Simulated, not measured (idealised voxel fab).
Herein follows the process module entitled voxel transistor to metal.
The width of the displayed cross-section, cut, is 215 nm; its cells are square, with a size of 5 nm.
A cross-section in this document is a grid of square cells, and it is written down as bands, the top band listed before the ones below it; a band is made up of one or more rows of cells.
Read a band's entry like this: the first values are the height of its top and the height of its bottom in nm, and what follows is the sequence of materials from left to right, each with its width in nm. Note that "air" is empty space, and that a single material marked "all across" reaches across the band from edge to edge.
Note: height 0 marks the level under which the wafer is uniformly one material as received. Lowest band unbounded below, written "0 -> down".
A width such as "30..40" changes by the same amount from each row of cells to the next, from the band's top row to its bottom row.
Any step labelled "no alterations made" changed none of the cells in the cross-section.
"Enclosed void inventory" means: voids of 8 cells or more that are shut off from the top with no open way through. Written width x height at distance, distance from the left edge, in nm.
Text after the settings on a step's line: the simulator's own remark on that step.
overlay nm: mask offset rightward from planned place, masked step; negative means leftward offset.
If you're wondering how to read the rest of this, here's the deal. It's pairs of cross-sections: one from before a process step, one from after it. The after one is only drawn as far down as the lowest band that changed. Right under each pair you'll see which step sits between them and what its settings were. Don't read the pairs as one continuous story, though. They can come from different runs of this module on the same starting wafer, and a pair only carries on from the one above it where its entry headed "Ex-ante state" says so.
### Ex-ante state
- 35 -> 25 | air (85), SiO2 (5), SiCN (30), SiO2 (5), air (90)
- 25 -> 5 | air (85), SiO2 (5), polySi (30), SiO2 (5), air (90)
- 5 -> 0 | SiO2 (50), air (35), SiO2 (5), polySi (30), SiO2 (5), air (40), SiO2 (50)
- 0 -> -5 | SiO2 all across
- -5 -> -25 | SiO2 (55), Si (105), SiO2 (55)
- -25 -> down | Si all across
- Enclosed void inventory: none
### Resulting Structure
- 45 -> 35 | air (75), SiN (60), air (80)
- 35 -> 25 | air (75), SiN (10), SiO2 (5), SiCN (30), SiO2 (5), SiN (10), air (80)
- 25 -> 15 | air (75), SiN (10), SiO2 (5), polySi (30), SiO2 (5), SiN (10), air (80)
- 15 -> 10 | SiN (60), air (15), SiN (10), SiO2 (5), polySi (30), SiO2 (5), SiN (10), air (20), SiN (60)
- 10 -> 5 | SiN (85), SiO2 (5), polySi (30), SiO2 (5), SiN (90)
- 5 -> 0 | SiO2 (50), SiN (35), SiO2 (5), polySi (30), SiO2 (5), SiN (40), SiO2 (50)
- Heights below 0 show no change.
- Enclosed void inventory: none
To go from the before cross-section above to the after cross-section, apply CONFORMAL_DEP: material SiN, thk nm 10
Ex-ante state: look at the pair above, its after cross-section is where this step starts.
### Resulting Structure
- 35 -> 25 | air (75), SiN (10), SiO2 (5), SiCN (30), SiO2 (5), SiN (10), air (80)
- 25 -> 5 | air (75), SiN (10), SiO2 (5), polySi (30), SiO2 (5), SiN (10), air (80)
- 5 -> 0 | SiO2 (50), SiN (10), air (15), SiN (10), SiO2 (5), polySi (30), SiO2 (5), SiN (10), air (20), SiN (10), SiO2 (50)
- Heights below 0 show no change.
- Enclosed void inventory: none
To go from the before cross-section above to the after cross-section, apply DIRECTIONAL_ETCH: etch materials SiN, depth nm 10
Ex-ante state: look at the pair above, its after cross-section is where this step starts.
### Resulting Structure
- 35 -> 30 | air (75), SiN (10), air (5), SiCN (30), air (5), SiN (10), air (80)
- 30 -> 25 | air (75), SiN (10), SiO2 (5), SiCN (30), SiO2 (5), SiN (10), air (80)
- 25 -> 5 | air (75), SiN (10), SiO2 (5), polySi (30), SiO2 (5), SiN (10), air (80)
- 5 -> 0 | air (50), SiN (10), air (15), SiN (10), SiO2 (5), polySi (30), SiO2 (5), SiN (10), air (20), SiN (10), air (50)
- 0 -> -5 | SiO2 (60), air (15), SiO2 (60), air (20), SiO2 (60)
- Heights below -5 show no change.
- Enclosed void inventory: none
To go from the before cross-section above to the after cross-section, apply DIRECTIONAL_ETCH: etch materials SiO2, depth nm 5
Ex-ante state: look at the pair above, its after cross-section is where this step starts.
### Resulting Structure
- 35 -> 30 | air (75), SiN (10), air (5), SiCN (30), air (5), SiN (10), air (80)
- 30 -> 25 | air (75), SiN (10), SiO2 (5), SiCN (30), SiO2 (5), SiN (10), air (80)
- 25 -> 5 | air (75), SiN (10), SiO2 (5), polySi (30), SiO2 (5), SiN (10), air (80)
- 5 -> 0 | air (50), SiN (10), air (15), SiN (10), SiO2 (5), polySi (30), SiO2 (5), SiN (10), air (20), SiN (10), air (50)
- 0 -> -5 | SiO2 (60), nSi (15), SiO2 (60), nSi (20), SiO2 (60)
- Heights below -5 show no change.
- Enclosed void inventory: none
To go from the before cross-section above to the after cross-section, apply EPI: material nSi, thk nm 5
Ex-ante state: look at the pair above, its after cross-section is where this step starts.
### Resulting Structure
- 45 -> 35 | SiO2 all across
- 35 -> 25 | SiO2 (75), SiN (10), SiO2 (5), SiCN (30), SiO2 (5), SiN (10), SiO2 (80)
- 25 -> 5 | SiO2 (75), SiN (10), SiO2 (5), polySi (30), SiO2 (5), SiN (10), SiO2 (80)
- 5 -> 0 | SiO2 (50), SiN (10), SiO2 (15), SiN (10), SiO2 (5), polySi (30), SiO2 (5), SiN (10), SiO2 (20), SiN (10), SiO2 (50)
- Heights below 0 show no change.
- Enclosed void inventory: none
To go from the before cross-section above to the after cross-section, apply FILL_DEP: material SiO2, thk nm 10
Ex-ante state: look at the pair above, its after cross-section is where this step starts.
### Resulting Structure
- 25 -> 5 | SiO2 (75), SiN (10), SiO2 (5), polySi (30), SiO2 (5), SiN (10), SiO2 (80)
- Heights below 5 show no change.
- Enclosed void inventory: none
To go from the before cross-section above to the after cross-section, apply CMP: height nm 25
Ex-ante state: look at the pair above, its after cross-section is where this step starts.
### Resulting Structure
- 25 -> 5 | SiO2 (75), SiN (10), SiO2 (5), air (30), SiO2 (5), SiN (10), SiO2 (80)
- 5 -> 0 | SiO2 (50), SiN (10), SiO2 (15), SiN (10), SiO2 (5), air (30), SiO2 (5), SiN (10), SiO2 (20), SiN (10), SiO2 (50)
- Heights below 0 show no change.
- Enclosed void inventory: none
To go from the before cross-section above to the after cross-section, apply STRIP: etch materials polySi
Ex-ante state: look at the pair above, its after cross-section is where this step starts.
### Resulting Structure
- 25 -> 20 | air (75), SiN (10), air (40), SiN (10), air (80)
- 20 -> 5 | SiO2 (75), SiN (10), air (40), SiN (10), SiO2 (80)
- 5 -> 0 | SiO2 (50), SiN (10), SiO2 (15), SiN (10), air (40), SiN (10), SiO2 (20), SiN (10), SiO2 (50)
- 0 -> -5 | SiO2 (60), nSi (15), SiO2 (10), air (40), SiO2 (10), nSi (20), SiO2 (60)
- Heights below -5 show no change.
- Enclosed void inventory: none
To go from the before cross-section above to the after cross-section, apply SELECTIVE_ETCH: etch materials SiO2, depth nm 5
Ex-ante state: look at the pair above, its after cross-section is where this step starts.
### Resulting Structure
- 30 -> 25 | air (70), HfO2 (20), air (30), HfO2 (20), air (75)
- 25 -> 20 | HfO2 (75), SiN (10), HfO2 (5), air (30), HfO2 (5), SiN (10), HfO2 (80)
- 20 -> 5 | SiO2 (75), SiN (10), HfO2 (5), air (30), HfO2 (5), SiN (10), SiO2 (80)
- 5 -> 0 | SiO2 (50), SiN (10), SiO2 (15), SiN (10), HfO2 (5), air (30), HfO2 (5), SiN (10), SiO2 (20), SiN (10), SiO2 (50)
- 0 -> -5 | SiO2 (60), nSi (15), SiO2 (10), HfO2 (40), SiO2 (10), nSi (20), SiO2 (60)
- Heights below -5 show no change.
- Enclosed void inventory: none
To go from the before cross-section above to the after cross-section, apply CONFORMAL_DEP: material HfO2, thk nm 5
Ex-ante state: look at the pair above, its after cross-section is where this step starts.
### Resulting Structure
- 35 -> 30 | air (65), TiN (30), air (20), TiN (30), air (70)
- 30 -> 25 | TiN (70), HfO2 (20), TiN (5), air (20), TiN (5), HfO2 (20), TiN (75)
- 25 -> 20 | HfO2 (75), SiN (10), HfO2 (5), TiN (5), air (20), TiN (5), HfO2 (5), SiN (10), HfO2 (80)
- 20 -> 5 | SiO2 (75), SiN (10), HfO2 (5), TiN (5), air (20), TiN (5), HfO2 (5), SiN (10), SiO2 (80)
- 5 -> 0 | SiO2 (50), SiN (10), SiO2 (15), SiN (10), HfO2 (5), TiN (30), HfO2 (5), SiN (10), SiO2 (20), SiN (10), SiO2 (50)
- Heights below 0 show no change.
- Enclosed void inventory: none
To go from the before cross-section above to the after cross-section, apply CONFORMAL_DEP: material TiN, thk nm 5
Ex-ante state: look at the pair above, its after cross-section is where this step starts.
### Resulting Structure
- 45 -> 35 | W all across
- 35 -> 30 | W (65), TiN (30), W (20), TiN (30), W (70)
- 30 -> 25 | TiN (70), HfO2 (20), TiN (5), W (20), TiN (5), HfO2 (20), TiN (75)
- 25 -> 20 | HfO2 (75), SiN (10), HfO2 (5), TiN (5), W (20), TiN (5), HfO2 (5), SiN (10), HfO2 (80)
- 20 -> 5 | SiO2 (75), SiN (10), HfO2 (5), TiN (5), W (20), TiN (5), HfO2 (5), SiN (10), SiO2 (80)
- Heights below 5 show no change.
- Enclosed void inventory: none
To go from the before cross-section above to the after cross-section, apply FILL_DEP: material W, thk nm 10
Ex-ante state: look at the pair above, its after cross-section is where this step starts.
### Resulting Structure
- 20 -> 5 | SiO2 (75), SiN (10), HfO2 (5), TiN (5), W (20), TiN (5), HfO2 (5), SiN (10), SiO2 (80)
- Heights below 5 show no change.
- Enclosed void inventory: none
To go from the before cross-section above to the after cross-section, apply CMP: height nm 20
Ex-ante state: look at the pair above, its after cross-section is where this step starts.
### Resulting Structure
- 30 -> 20 | SiO2 all across
- Heights below 20 show no change.
- Enclosed void inventory: none
To go from the before cross-section above to the after cross-section, apply DIRECTIONAL_DEP: material SiO2, thk nm 10
Ex-ante state: look at the pair above, its after cross-section is where this step starts.
### Resulting Structure
- 50 -> 30 | resist (50), air (20), resist (70), air (20), resist (55)
- Heights below 30 show no change.
- Enclosed void inventory: none
To go from the before cross-section above to the after cross-section, apply PATTERN: tone open, mask id CONTACT, material resist, width nm 20, pitch nm 90, thk nm 20, overlay nm 0
Ex-ante state: look at the pair above, its after cross-section is where this step starts.
### Resulting Structure
- 50 -> 30 | resist (50), air (20), resist (70), air (20), resist (55)
- 30 -> 20 | SiO2 (50), air (20), SiO2 (70), air (20), SiO2 (55)
- 20 -> 5 | SiO2 (50), air (20), SiO2 (5), SiN (10), HfO2 (5), TiN (5), W (20), TiN (5), HfO2 (5), SiN (10), SiO2 (5), air (20), SiO2 (55)
- 5 -> 0 | SiO2 (50), SiN (10), air (10), SiO2 (5), SiN (10), HfO2 (5), TiN (30), HfO2 (5), SiN (10), SiO2 (5), air (15), SiN (10), SiO2 (50)
- Heights below 0 show no change.
- Enclosed void inventory: none
To go from the before cross-section above to the after cross-section, apply DIRECTIONAL_ETCH: etch materials SiO2, depth nm 30
Ex-ante state: look at the pair above, its after cross-section is where this step starts.
### Resulting Structure
- 30 -> 20 | SiO2 (50), air (20), SiO2 (70), air (20), SiO2 (55)
- Heights below 20 show no change.
- Enclosed void inventory: none
To go from the before cross-section above to the after cross-section, apply STRIP: etch materials resist
Ex-ante state: look at the pair above, its after cross-section is where this step starts.
### Resulting Structure
- 35 -> 30 | TiN (55), air (10), TiN (80), air (10), TiN (60)
- 30 -> 20 | SiO2 (50), TiN (5), air (10), TiN (5), SiO2 (70), TiN (5), air (10), TiN (5), SiO2 (55)
- 20 -> 10 | SiO2 (50), TiN (5), air (10), TiN (5), SiO2 (5), SiN (10), HfO2 (5), TiN (5), W (20), TiN (5), HfO2 (5), SiN (10), SiO2 (5), TiN (5), air (10), TiN (5), SiO2 (55)
- 10 -> 5 | SiO2 (50), TiN (20), SiO2 (5), SiN (10), HfO2 (5), TiN (5), W (20), TiN (5), HfO2 (5), SiN (10), SiO2 (5), TiN (5), air (5), TiN (10), SiO2 (55)
- 5 -> 0 | SiO2 (50), SiN (10), TiN (10), SiO2 (5), SiN (10), HfO2 (5), TiN (30), HfO2 (5), SiN (10), SiO2 (5), TiN (15), SiN (10), SiO2 (50)
- Heights below 0 show no change.
- Enclosed void inventory: none
To go from the before cross-section above to the after cross-section, apply CONFORMAL_DEP: material TiN, thk nm 5
Ex-ante state: look at the pair above, its after cross-section is where this step starts.
### Resulting Structure
- 40 -> 35 | Ru all across
- 35 -> 30 | TiN (55), Ru (10), TiN (80), Ru (10), TiN (60)
- 30 -> 20 | SiO2 (50), TiN (5), Ru (10), TiN (5), SiO2 (70), TiN (5), Ru (10), TiN (5), SiO2 (55)
- 20 -> 10 | SiO2 (50), TiN (5), Ru (10), TiN (5), SiO2 (5), SiN (10), HfO2 (5), TiN (5), W (20), TiN (5), HfO2 (5), SiN (10), SiO2 (5), TiN (5), Ru (10), TiN (5), SiO2 (55)
- 10 -> 5 | SiO2 (50), TiN (20), SiO2 (5), SiN (10), HfO2 (5), TiN (5), W (20), TiN (5), HfO2 (5), SiN (10), SiO2 (5), TiN (5), Ru (5), TiN (10), SiO2 (55)
- Heights below 5 show no change.
- Enclosed void inventory: none
To go from the before cross-section above to the after cross-section, apply FILL_DEP: material Ru, thk nm 5
Ex-ante state: look at the pair above, its after cross-section is where this step starts.
### Resulting Structure
- 30 -> 20 | SiO2 (50), TiN (5), Ru (10), TiN (5), SiO2 (70), TiN (5), Ru (10), TiN (5), SiO2 (55)
- Heights below 20 show no change.
- Enclosed void inventory: none
To go from the before cross-section above to the after cross-section, apply CMP: height nm 30
Ex-ante state: look at the pair above, its after cross-section is where this step starts.
### Resulting Structure
- 35 -> 30 | TiN all across
- Heights below 30 show no change.
- Enclosed void inventory: none
To go from the before cross-section above to the after cross-section, apply DIRECTIONAL_DEP: material TiN, thk nm 5
Ex-ante state: look at the pair above, its after cross-section is where this step starts.
### Resulting Structure
- 50 -> 35 | Ru all across
- Heights below 35 show no change.
- Enclosed void inventory: none
To go from the before cross-section above to the after cross-section, apply DIRECTIONAL_DEP: material Ru, thk nm 15
Ex-ante state: look at the pair above, its after cross-section is where this step starts.
### Resulting Structure
- 70 -> 50 | air (50), resist (20), air (70), resist (20), air (55)
- Heights below 50 show no change.
- Enclosed void inventory: none
To go from the before cross-section above to the after cross-section, apply PATTERN: tone cover, mask id METAL_1, material resist, width nm 20, pitch nm 90, thk nm 20, overlay nm 0
Ex-ante state: look at the pair above, its after cross-section is where this step starts.
### Resulting Structure
- 70 -> 50 | air (50), resist (20), air (70), resist (20), air (55)
- 50 -> 35 | air (50), Ru (20), air (70), Ru (20), air (55)
- Heights below 35 show no change.
- Enclosed void inventory: none
To go from the before cross-section above to the after cross-section, apply DIRECTIONAL_ETCH: etch materials Ru, depth nm 15
Ex-ante state: look at the pair above, its after cross-section is where this step starts.
### Resulting Structure
- 70 -> 50 | air (50), resist (20), air (70), resist (20), air (55)
- 50 -> 35 | air (50), Ru (20), air (70), Ru (20), air (55)
- 35 -> 30 | air (50), TiN (20), air (70), TiN (20), air (55)
- Heights below 30 show no change.
- Enclosed void inventory: none
To go from the before cross-section above to the after cross-section, apply DIRECTIONAL_ETCH: etch materials TiN, depth nm 5
Ex-ante state: look at the pair above, its after cross-section is where this step starts.
### Resulting Structure
- 50 -> 35 | air (50), Ru (20), air (70), Ru (20), air (55)
- Heights below 35 show no change.
- Enclosed void inventory: none
To go from the before cross-section above to the after cross-section, apply STRIP: etch materials resist
Ex-ante state: look at the pair above, its after cross-section is where this step starts.
### Resulting Structure
- 55 -> 50 | air (45), SiCN (30), air (60), SiCN (30), air (50)
- 50 -> 35 | air (45), SiCN (5), Ru (20), SiCN (5), air (60), SiCN (5), Ru (20), SiCN (5), air (50)
- 35 -> 30 | SiCN (50), TiN (20), SiCN (70), TiN (20), SiCN (55)
- Heights below 30 show no change.
- Enclosed void inventory: none
To go from the before cross-section above to the after cross-section, apply CONFORMAL_DEP: material SiCN, thk nm 5
Ex-ante state: look at the pair above, its after cross-section is where this step starts.
### Resulting Structure
- 60 -> 55 | SiO2 all across
- 55 -> 50 | SiO2 (45), SiCN (30), SiO2 (60), SiCN (30), SiO2 (50)
- 50 -> 35 | SiO2 (45), SiCN (5), Ru (20), SiCN (5), SiO2 (60), SiCN (5), Ru (20), SiCN (5), SiO2 (50)
- Heights below 35 show no change.
- Enclosed void inventory: none
To go from the before cross-section above to the after cross-section, apply FILL_DEP: material SiO2, thk nm 5
Ex-ante state: look at the pair above, its after cross-section is where this step starts.
### Resulting Structure
- 50 -> 35 | SiO2 (45), SiCN (5), Ru (20), SiCN (5), SiO2 (60), SiCN (5), Ru (20), SiCN (5), SiO2 (50)
- Heights below 35 show no change.
- Enclosed void inventory: none
To go from the before cross-section above to the after cross-section, apply CMP: height nm 50
Ex-ante state: look at the pair above, its after cross-section is where this step starts.
### Resulting Structure
- 55 -> 50 | SiN all across
- Heights below 50 show no change.
- Enclosed void inventory: none
To go from the before cross-section above to the after cross-section, apply CONFORMAL_DEP: material SiN, thk nm 5
### Ex-ante state
- 50 -> 35 | Ru all across
- 35 -> 30 | TiN all across
- 30 -> 20 | SiO2 (50), TiN (5), Ru (10), TiN (5), SiO2 (70), TiN (5), Ru (10), TiN (5), SiO2 (55)
- 20 -> 10 | SiO2 (50), TiN (5), Ru (10), TiN (5), SiO2 (5), SiN (10), HfO2 (5), TiN (5), W (20), TiN (5), HfO2 (5), SiN (10), SiO2 (5), TiN (5), Ru (10), TiN (5), SiO2 (55)
- 10 -> 5 | SiO2 (50), TiN (10), Ru (5), TiN (5), SiO2 (5), SiN (10), HfO2 (5), TiN (5), W (20), TiN (5), HfO2 (5), SiN (10), SiO2 (5), TiN (5), Ru (5), TiN (10), SiO2 (55)
- 5 -> 0 | SiO2 (45), SiN (10), TiN (15), SiO2 (5), SiN (10), HfO2 (5), TiN (30), HfO2 (5), SiN (10), SiO2 (5), TiN (15), SiN (10), SiO2 (50)
- 0 -> -5 | SiO2 (55), nSi (20), SiO2 (10), HfO2 (40), SiO2 (10), nSi (20), SiO2 (60)
- -5 -> -25 | SiO2 (50), Si (110), SiO2 (55)
- -25 -> down | Si all across
- Enclosed void inventory: none
### Resulting Structure
- 70 -> 50 | air (40), resist (20), air (70), resist (20), air (65)
- Heights below 50 show no change.
- Enclosed void inventory: none
To go from the before cross-section above to the after cross-section, apply PATTERN: tone cover, mask id METAL_1, material resist, width nm 20, pitch nm 90, thk nm 20, overlay nm -10
Ex-ante state: look at the pair above, its after cross-section is where this step starts.
### Resulting Structure
- 70 -> 50 | air (40), resist (20), air (70), resist (20), air (65)
- 50 -> 35 | air (40), Ru (20), air (70), Ru (20), air (65)
- Heights below 35 show no change.
- Enclosed void inventory: none
To go from the before cross-section above to the after cross-section, apply DIRECTIONAL_ETCH: etch materials Ru, depth nm 15
Ex-ante state: look at the pair above, its after cross-section is where this step starts.
### Resulting Structure
- 70 -> 50 | air (40), resist (20), air (70), resist (20), air (65)
- 50 -> 35 | air (40), Ru (20), air (70), Ru (20), air (65)
- 35 -> 30 | air (40), TiN (20), air (70), TiN (20), air (65)
- Heights below 30 show no change.
- Enclosed void inventory: none
To go from the before cross-section above to the after cross-section, apply DIRECTIONAL_ETCH: etch materials TiN, depth nm 5
Ex-ante state: look at the pair above, its after cross-section is where this step starts.
### Resulting Structure
- 50 -> 35 | air (40), Ru (20), air (70), Ru (20), air (65)
- Heights below 35 show no change.
- Enclosed void inventory: none
To go from the before cross-section above to the after cross-section, apply STRIP: etch materials resist
Ex-ante state: look at the pair above, its after cross-section is where this step starts.
### Resulting Structure
- 55 -> 50 | air (35), SiCN (30), air (60), SiCN (30), air (60)
- 50 -> 35 | air (35), SiCN (5), Ru (20), SiCN (5), air (60), SiCN (5), Ru (20), SiCN (5), air (60)
- 35 -> 30 | SiCN (40), TiN (20), SiCN (70), TiN (20), SiCN (65)
- Heights below 30 show no change.
- Enclosed void inventory: none
To go from the before cross-section above to the after cross-section, apply CONFORMAL_DEP: material SiCN, thk nm 5
Ex-ante state: look at the pair above, its after cross-section is where this step starts.
### Resulting Structure
- 60 -> 55 | SiO2 all across
- 55 -> 50 | SiO2 (35), SiCN (30), SiO2 (60), SiCN (30), SiO2 (60)
- 50 -> 35 | SiO2 (35), SiCN (5), Ru (20), SiCN (5), SiO2 (60), SiCN (5), Ru (20), SiCN (5), SiO2 (60)
- Heights below 35 show no change.
- Enclosed void inventory: none
To go from the before cross-section above to the after cross-section, apply FILL_DEP: material SiO2, thk nm 5
Ex-ante state: look at the pair above, its after cross-section is where this step starts.
### Resulting Structure
- 50 -> 35 | SiO2 (35), SiCN (5), Ru (20), SiCN (5), SiO2 (60), SiCN (5), Ru (20), SiCN (5), SiO2 (60)
- Heights below 35 show no change.
- Enclosed void inventory: none
To go from the before cross-section above to the after cross-section, apply CMP: height nm 50
Ex-ante state: look at the pair above, its after cross-section is where this step starts.
### Resulting Structure
- 55 -> 50 | SiN all across
- Heights below 50 show no change.
- Enclosed void inventory: none
To go from the before cross-section above to the after cross-section, apply CONFORMAL_DEP: material SiN, thk nm 5
### Ex-ante state
- 50 -> 35 | SiO2 (45), SiCN (5), Ru (20), SiCN (5), SiO2 (60), SiCN (5), Ru (20), SiCN (5), SiO2 (50)
- 35 -> 30 | SiCN (50), TiN (20), SiCN (70), TiN (20), SiCN (55)
- 30 -> 20 | SiO2 (50), TiN (5), Ru (10), TiN (5), SiO2 (70), TiN (5), Ru (10), TiN (5), SiO2 (55)
- 20 -> 10 | SiO2 (50), TiN (5), Ru (10), TiN (5), SiO2 (5), SiN (10), HfO2 (5), TiN (5), W (20), TiN (5), HfO2 (5), SiN (10), SiO2 (5), TiN (5), Ru (10), TiN (5), SiO2 (55)
- 10 -> 5 | SiO2 (50), TiN (10), Ru (5), TiN (5), SiO2 (5), SiN (10), HfO2 (5), TiN (5), W (20), TiN (5), HfO2 (5), SiN (10), SiO2 (5), TiN (5), Ru (5), TiN (10), SiO2 (55)
- 5 -> 0 | SiO2 (45), SiN (10), TiN (15), SiO2 (5), SiN (10), HfO2 (5), TiN (30), HfO2 (5), SiN (10), SiO2 (5), TiN (15), SiN (10), SiO2 (50)
- 0 -> -5 | SiO2 (55), nSi (20), SiO2 (10), HfO2 (40), SiO2 (10), nSi (20), SiO2 (60)
- -5 -> -25 | SiO2 (50), Si (110), SiO2 (55)
- -25 -> down | Si all across
- Enclosed void inventory: none
### Resulting Structure
- 55 -> 50 | TiN all across
- Heights below 50 show no change.
- Enclosed void inventory: none
To go from the before cross-section above to the after cross-section, apply CONFORMAL_DEP: material TiN, thk nm 5
### Ex-ante state
- 30 -> 20 | SiO2 all across
- 20 -> 5 | SiO2 (75), SiN (10), HfO2 (5), TiN (5), W (20), TiN (5), HfO2 (5), SiN (10), SiO2 (80)
- 5 -> 0 | SiO2 (45), SiN (10), SiO2 (20), SiN (10), HfO2 (5), TiN (30), HfO2 (5), SiN (10), SiO2 (20), SiN (10), SiO2 (50)
- 0 -> -5 | SiO2 (55), nSi (20), SiO2 (10), HfO2 (40), SiO2 (10), nSi (20), SiO2 (60)
- -5 -> -25 | SiO2 (50), Si (110), SiO2 (55)
- -25 -> down | Si all across
- Enclosed void inventory: none
### Resulting Structure
- 50 -> 30 | air (50), resist (20), air (70), resist (20), air (55)
- Heights below 30 show no change.
- Enclosed void inventory: none
To go from the before cross-section above to the after cross-section, apply PATTERN: tone cover, mask id CONTACT, material resist, width nm 20, pitch nm 90, thk nm 20, overlay nm 0
Ex-ante state: look at the pair above, its after cross-section is where this step starts.
### Resulting Structure
- 50 -> 30 | air (50), resist (20), air (70), resist (20), air (55)
- 30 -> 20 | air (50), SiO2 (20), air (70), SiO2 (20), air (55)
- 20 -> 5 | air (50), SiO2 (20), air (5), SiN (10), HfO2 (5), TiN (5), W (20), TiN (5), HfO2 (5), SiN (10), air (5), SiO2 (20), air (55)
- 5 -> 0 | air (45), SiN (10), SiO2 (15), air (5), SiN (10), HfO2 (5), TiN (30), HfO2 (5), SiN (10), air (5), SiO2 (15), SiN (10), air (50)
- Heights below 0 show no change.
- Enclosed void inventory: none
To go from the before cross-section above to the after cross-section, apply DIRECTIONAL_ETCH: etch materials SiO2, depth nm 30
Ex-ante state: look at the pair above, its after cross-section is where this step starts.
### Resulting Structure
- 30 -> 20 | air (50), SiO2 (20), air (70), SiO2 (20), air (55)
- Heights below 20 show no change.
- Enclosed void inventory: none
To go from the before cross-section above to the after cross-section, apply STRIP: etch materials resist
Ex-ante state: look at the pair above, its after cross-section is where this step starts.
### Resulting Structure
- 35 -> 30 | air (45), TiN (30), air (60), TiN (30), air (50)
- 30 -> 25 | air (45), TiN (5), SiO2 (20), TiN (5), air (60), TiN (5), SiO2 (20), TiN (5), air (50)
- 25 -> 20 | air (45), TiN (5), SiO2 (20), TiN (70), SiO2 (20), TiN (5), air (50)
- 20 -> 10 | air (45), TiN (5), SiO2 (20), TiN (5), SiN (10), HfO2 (5), TiN (5), W (20), TiN (5), HfO2 (5), SiN (10), TiN (5), SiO2 (20), TiN (5), air (50)
- 10 -> 5 | air (40), TiN (10), SiO2 (20), TiN (5), SiN (10), HfO2 (5), TiN (5), W (20), TiN (5), HfO2 (5), SiN (10), TiN (5), SiO2 (20), TiN (10), air (45)
- 5 -> 0 | TiN (45), SiN (10), SiO2 (15), TiN (5), SiN (10), HfO2 (5), TiN (30), HfO2 (5), SiN (10), TiN (5), SiO2 (15), SiN (10), TiN (50)
- Heights below 0 show no change.
- Enclosed void inventory: none
To go from the before cross-section above to the after cross-section, apply CONFORMAL_DEP: material TiN, thk nm 5
Ex-ante state: look at the pair above, its after cross-section is where this step starts.
### Resulting Structure
- 40 -> 35 | Ru all across
- 35 -> 30 | Ru (45), TiN (30), Ru (60), TiN (30), Ru (50)
- 30 -> 25 | Ru (45), TiN (5), SiO2 (20), TiN (5), Ru (60), TiN (5), SiO2 (20), TiN (5), Ru (50)
- 25 -> 20 | Ru (45), TiN (5), SiO2 (20), TiN (70), SiO2 (20), TiN (5), Ru (50)
- 20 -> 10 | Ru (45), TiN (5), SiO2 (20), TiN (5), SiN (10), HfO2 (5), TiN (5), W (20), TiN (5), HfO2 (5), SiN (10), TiN (5), SiO2 (20), TiN (5), Ru (50)
- 10 -> 5 | Ru (40), TiN (10), SiO2 (20), TiN (5), SiN (10), HfO2 (5), TiN (5), W (20), TiN (5), HfO2 (5), SiN (10), TiN (5), SiO2 (20), TiN (10), Ru (45)
- Heights below 5 show no change.
- Enclosed void inventory: none
To go from the before cross-section above to the after cross-section, apply FILL_DEP: material Ru, thk nm 5
Ex-ante state: look at the pair above, its after cross-section is where this step starts.
### Resulting Structure
- 30 -> 25 | Ru (45), TiN (5), SiO2 (20), TiN (5), Ru (60), TiN (5), SiO2 (20), TiN (5), Ru (50)
- Heights below 25 show no change.
- Enclosed void inventory: none
To go from the before cross-section above to the after cross-section, apply CMP: height nm 30
Ex-ante state: look at the pair above, its after cross-section is where this step starts.
### Resulting Structure
- 35 -> 30 | TiN all across
- Heights below 30 show no change.
- Enclosed void inventory: none
To go from the before cross-section above to the after cross-section, apply DIRECTIONAL_DEP: material TiN, thk nm 5
Ex-ante state: look at the pair above, its after cross-section is where this step starts.
### Resulting Structure
- 50 -> 35 | Ru all across
- Heights below 35 show no change.
- Enclosed void inventory: none
To go from the before cross-section above to the after cross-section, apply DIRECTIONAL_DEP: material Ru, thk nm 15
Ex-ante state: look at the pair above, its after cross-section is where this step starts.
### Resulting Structure
- 70 -> 50 | air (50), resist (20), air (70), resist (20), air (55)
- Heights below 50 show no change.
- Enclosed void inventory: none
To go from the before cross-section above to the after cross-section, apply PATTERN: tone cover, mask id METAL_1, material resist, width nm 20, pitch nm 90, thk nm 20, overlay nm 0
Ex-ante state: look at the pair above, its after cross-section is where this step starts.
### Resulting Structure
- 70 -> 50 | air (50), resist (20), air (70), resist (20), air (55)
- 50 -> 35 | air (50), Ru (20), air (70), Ru (20), air (55)
- Heights below 35 show no change.
- Enclosed void inventory: none
To go from the before cross-section above to the after cross-section, apply DIRECTIONAL_ETCH: etch materials Ru, depth nm 15
Ex-ante state: look at the pair above, its after cross-section is where this step starts.
### Resulting Structure
- 70 -> 50 | air (50), resist (20), air (70), resist (20), air (55)
- 50 -> 35 | air (50), Ru (20), air (70), Ru (20), air (55)
- 35 -> 30 | air (50), TiN (20), air (70), TiN (20), air (55)
- Heights below 30 show no change.
- Enclosed void inventory: none
To go from the before cross-section above to the after cross-section, apply DIRECTIONAL_ETCH: etch materials TiN, depth nm 5
Ex-ante state: look at the pair above, its after cross-section is where this step starts.
### Resulting Structure
- 50 -> 35 | air (50), Ru (20), air (70), Ru (20), air (55)
- Heights below 35 show no change.
- Enclosed void inventory: none
To go from the before cross-section above to the after cross-section, apply STRIP: etch materials resist
Ex-ante state: look at the pair above, its after cross-section is where this step starts.
### Resulting Structure
- 55 -> 50 | air (45), SiCN (30), air (60), SiCN (30), air (50)
- 50 -> 35 | air (45), SiCN (5), Ru (20), SiCN (5), air (60), SiCN (5), Ru (20), SiCN (5), air (50)
- 35 -> 30 | SiCN (50), TiN (20), SiCN (70), TiN (20), SiCN (55)
- Heights below 30 show no change.
- Enclosed void inventory: none
To go from the before cross-section above to the after cross-section, apply CONFORMAL_DEP: material SiCN, thk nm 5
Ex-ante state: look at the pair above, its after cross-section is where this step starts.
### Resulting Structure
- 60 -> 55 | SiO2 all across
- 55 -> 50 | SiO2 (45), SiCN (30), SiO2 (60), SiCN (30), SiO2 (50)
- 50 -> 35 | SiO2 (45), SiCN (5), Ru (20), SiCN (5), SiO2 (60), SiCN (5), Ru (20), SiCN (5), SiO2 (50)
- Heights below 35 show no change.
- Enclosed void inventory: none
To go from the before cross-section above to the after cross-section, apply FILL_DEP: material SiO2, thk nm 5
Ex-ante state: look at the pair above, its after cross-section is where this step starts.
### Resulting Structure
- 50 -> 35 | SiO2 (45), SiCN (5), Ru (20), SiCN (5), SiO2 (60), SiCN (5), Ru (20), SiCN (5), SiO2 (50)
- Heights below 35 show no change.
- Enclosed void inventory: none
To go from the before cross-section above to the after cross-section, apply CMP: height nm 50
Ex-ante state: look at the pair above, its after cross-section is where this step starts.
### Resulting Structure
- 55 -> 50 | SiN all across
- Heights below 50 show no change.
- Enclosed void inventory: none
To go from the before cross-section above to the after cross-section, apply CONFORMAL_DEP: material SiN, thk nm 5
